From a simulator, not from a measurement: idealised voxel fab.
process module | voxel trench capacitor
Section cut is 245 nm wide and gridded with 5 nm square cells.
How to read a cross-section here: the picture is a grid of square cells, written as bands going from the top down, and any band can span one or more rows of cells. A band entry consists of two parts. The first gives the height of the band's top and the height of its bottom, in nm. The rest lists the band's materials from left to right, each with its width in nm. A single material labelled with the word "edge to edge" fills the band from edge to edge, and the word "empty" marks empty space. We count height from 0. Below that, the starting wafer is all one material. The lowest band never ends at the bottom but goes on down; see "0..down" for how that is written. The expression "30..40" gives the width at the extremes of the band, the first number at its top row of cells and the second at its bottom row, with the width changing by equal amounts from each row to the next in between. Key: "nothing was modified" - step with no changed cell in the cross-section. "Closed void table": empty spaces of 8 cells or more with no open way to the top, each given as width x height at distance, distance from the left edge, all in nm. Past the settings on a step's line: simulator remark, on that step. The line of a step may include "overlay nm". On a step with a mask, this value is how far to the right of its planned place the mask lay. A negative value means the mask lay to the left.

# Listed below are the process steps as planned
1 RECEIVE (material Si)
2 CONFORMAL_DEP (material SiN; thk nm 5)
3 DIRECTIONAL_DEP (material aC; thk nm 15)
4 PATTERN (tone open; mask id TRENCH; material resist; width nm 25; pitch nm 50; thk nm 30; overlay nm 0)
5 DIRECTIONAL_ETCH (etch materials aC; depth nm 15)
6 STRIP (etch materials resist)
7 DIRECTIONAL_ETCH (etch materials SiN; depth nm 5)
8 DIRECTIONAL_ETCH (etch materials Si; depth nm 25)
9 STRIP (etch materials aC)
10 CONFORMAL_DEP (material HfO2; thk nm 5)
11 CONFORMAL_DEP (material TiN; thk nm 5)
12 FILL_DEP (material W; thk nm 5)
13 CMP (height nm 5)

# Cross-sectional view of the wafer in its as-received condition, corresponding to the state after step 1
- 0..down  Si edge to edge
- Closed void table: none

# One mistake in running the module, otherwise start and plan as above: cross-section at the end
- 5..0  SiN: 60; aC: 5; TiN: 5; W: 5; TiN: 5; aC: 5; SiN: 25; aC: 5; TiN: 5; W: 5; TiN: 5; aC: 5; SiN: 25; aC: 5; TiN: 5; W: 5; TiN: 5; aC: 5; SiN: 60
- 0..-15  Si: 60; aC: 5; TiN: 5; W: 5; TiN: 5; aC: 5; Si: 25; aC: 5; TiN: 5; W: 5; TiN: 5; aC: 5; Si: 25; aC: 5; TiN: 5; W: 5; TiN: 5; aC: 5; Si: 60
- -15..-20  Si: 60; aC: 5; TiN: 15; aC: 5; Si: 25; aC: 5; TiN: 15; aC: 5; Si: 25; aC: 5; TiN: 15; aC: 5; Si: 60
- -20..-25  Si: 60; aC: 25; Si: 25; aC: 25; Si: 25; aC: 25; Si: 60
- -25..down  Si edge to edge
- Closed void table: none
Misprocessing identified: rather than as planned, step 10 actually ran as CONFORMAL_DEP (material aC; thk nm 5)
